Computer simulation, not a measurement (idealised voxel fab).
process module | voxel transistor to metal
cross-section cut | 160 nm wide | cells 5 nm
A cross-section is a grid of square cells, given in bands from the top down. A band is one or more rows of cells.
Each band's line starts with the height of the band's top and of its bottom, in nm. Then come its materials from left to right, each with its width in nm. One material with "throughout" fills the band from edge to edge. "air" is empty space.
Height 0 is the level under which the wafer as received is all one material. The lowest band goes on downwards, as in "0 down".
A width such as "30 to 40" changes by the same amount from each row of cells to the next, from the band's top row to its bottom row.
"no change" after a step means that no cell of the cross-section changed.
closed voids: empty space of 8 cells or more with no open way to the top, each as width x height at its distance from the left edge, in nm
after a step's settings: what the simulator itself notes on the step
overlay nm, on a step with a mask: how far to the right of its planned place the mask lay; to the left if negative
plan
1 op RECEIVE | material Si
2 op OXIDIZE | depth nm 5
3 op CONFORMAL_DEP | material SiN | thk nm 10
4 op MASKED_ETCH | tone cover | mask id ACTIVE | width nm 110 | etch materials SiN | depth nm 10 | overlay nm 0
5 op MASKED_ETCH | tone cover | mask id ACTIVE | width nm 110 | etch materials SiO2 | depth nm 5 | overlay nm 0
6 op MASKED_ETCH | tone cover | mask id ACTIVE | width nm 110 | etch materials Si | depth nm 25 | overlay nm 0
7 op FILL_DEP | material SiO2 | thk nm 5
8 op CMP | height nm 10
9 op SELECTIVE_ETCH | etch materials SiO2 | depth nm 5
10 op STRIP | etch materials SiN
11 op SELECTIVE_ETCH | etch materials SiO2 | depth nm 5
12 op OXIDIZE | depth nm 5
13 op DIRECTIONAL_DEP | material polySi | thk nm 20
14 op DIRECTIONAL_DEP | material SiCN | thk nm 15
15 op PATTERN | tone cover | mask id GATE | material resist | width nm 30 | thk nm 15 | overlay nm 0
16 op DIRECTIONAL_ETCH | etch materials SiCN | depth nm 25
17 op DIRECTIONAL_ETCH | etch materials polySi | depth nm 30
18 op STRIP | etch materials resist
19 op CONFORMAL_DEP | material SiO2 | thk nm 5
20 op DIRECTIONAL_ETCH | etch materials SiO2 | depth nm 5
21 op CONFORMAL_DEP | material SiN | thk nm 10
22 op DIRECTIONAL_ETCH | etch materials SiN | depth nm 10
23 op DIRECTIONAL_ETCH | etch materials SiO2 | depth nm 5
24 op EPI | material nSi | thk nm 5
25 op FILL_DEP | material SiO2 | thk nm 5
26 op CMP | height nm 15
27 op STRIP | etch materials polySi
28 op SELECTIVE_ETCH | etch materials SiO2 | depth nm 5
29 op CONFORMAL_DEP | material HfO2 | thk nm 5
30 op CONFORMAL_DEP | material TiN | thk nm 5
31 op FILL_DEP | material W | thk nm 5
32 op CMP | height nm 10
33 op DIRECTIONAL_DEP | material SiO2 | thk nm 10
34 op MASKED_ETCH | tone open | mask id CONTACT | width nm 20 | pitch nm 80 | etch materials SiO2 | depth nm 25 | overlay nm 0
35 op CONFORMAL_DEP | material TiN | thk nm 5
36 op FILL_DEP | material W | thk nm 10
37 op CMP | height nm 20
38 op DIRECTIONAL_DEP | material TiN | thk nm 5
39 op DIRECTIONAL_DEP | material W | thk nm 25
40 op MASKED_ETCH | tone cover | mask id METAL_1 | width nm 20 | pitch nm 80 | etch materials W | depth nm 25 | overlay nm 0
41 op MASKED_ETCH | tone cover | mask id METAL_1 | width nm 20 | pitch nm 80 | etch materials TiN | depth nm 5 | overlay nm 0
42 op CONFORMAL_DEP | material SiCN | thk nm 5
43 op FILL_DEP | material lowk | thk nm 10
44 op CMP | height nm 50
45 op CONFORMAL_DEP | material SiCN | thk nm 5
as received, after step 1
  0 down: Si throughout
  closed voids: none
first wafer at the end, as planned
  55 to 50: SiCN throughout
  50 to 25: lowk 25 | SiCN 5 | W 20 | SiCN 5 | lowk 50 | SiCN 5 | W 20 | SiCN 5 | lowk 25
  25 to 20: SiCN 30 | TiN 20 | SiCN 60 | TiN 20 | SiCN 30
  20 to 10: SiO2 30 | TiN 5 | W 10 | TiN 5 | SiO2 60 | TiN 5 | W 10 | TiN 5 | SiO2 30
  10 to 0: SiO2 30 | TiN 5 to 10 | W 10 to 5 | TiN 5 | SiN 10 | HfO2 5 | TiN 5 | W 20 | TiN 5 | HfO2 5 | SiN 10 | TiN 5 | W 10 to 5 | TiN 5 to 10 | SiO2 30
  0 to -5: SiO2 25 | SiN 10 | TiN 15 | SiN 10 | HfO2 5 | TiN 30 | HfO2 5 | SiN 10 | TiN 15 | SiN 10 | SiO2 25
  -5 to -10: SiO2 35 | nSi 15 | SiO2 10 | HfO2 40 | SiO2 10 | nSi 15 | SiO2 35
  -10 to -30: SiO2 25 | Si 110 | SiO2 25
  -30 down: Si throughout
  closed voids: none
second wafer at the end: like start, like plan, one mistake
  55 to 50: SiCN throughout
  50 to 30: lowk 20 | SiCN 5 | W 20 | SiCN 5 | lowk 50 | SiCN 5 | W 20 | SiCN 5 | lowk 30
  30 to 25: lowk 20 | SiCN 5 | W 20 | SiCN 10 | lowk 45 | SiCN 5 | W 20 | SiCN 10 | lowk 25
  25 to 20: SiCN 25 | TiN 25 | SiCN 55 | TiN 25 | SiCN 30
  20 to 10: SiO2 30 | TiN 5 | W 10 | TiN 5 | SiO2 60 | TiN 5 | W 10 | TiN 5 | SiO2 30
  10 to 0: SiO2 30 | TiN 5 to 10 | W 10 to 5 | TiN 5 | SiN 10 | HfO2 5 | TiN 5 | W 20 | TiN 5 | HfO2 5 | SiN 10 | TiN 5 | W 10 to 5 | TiN 5 to 10 | SiO2 30
  0 to -5: SiO2 25 | SiN 10 | TiN 15 | SiN 10 | HfO2 5 | TiN 30 | HfO2 5 | SiN 10 | TiN 15 | SiN 10 | SiO2 25
  -5 to -10: SiO2 35 | nSi 15 | SiO2 10 | HfO2 40 | SiO2 10 | nSi 15 | SiO2 35
  -10 to -30: SiO2 25 | Si 110 | SiO2 25
  -30 down: Si throughout
  closed voids: none
what went wrong: step 40 ran as: op MASKED_ETCH | tone cover | mask id METAL_1 | width nm 20 | pitch nm 80 | etch materials W | depth nm 25 | overlay nm -5
at the end the second wafer has, in cells: 2 more of TiN | 2 fewer of lowk
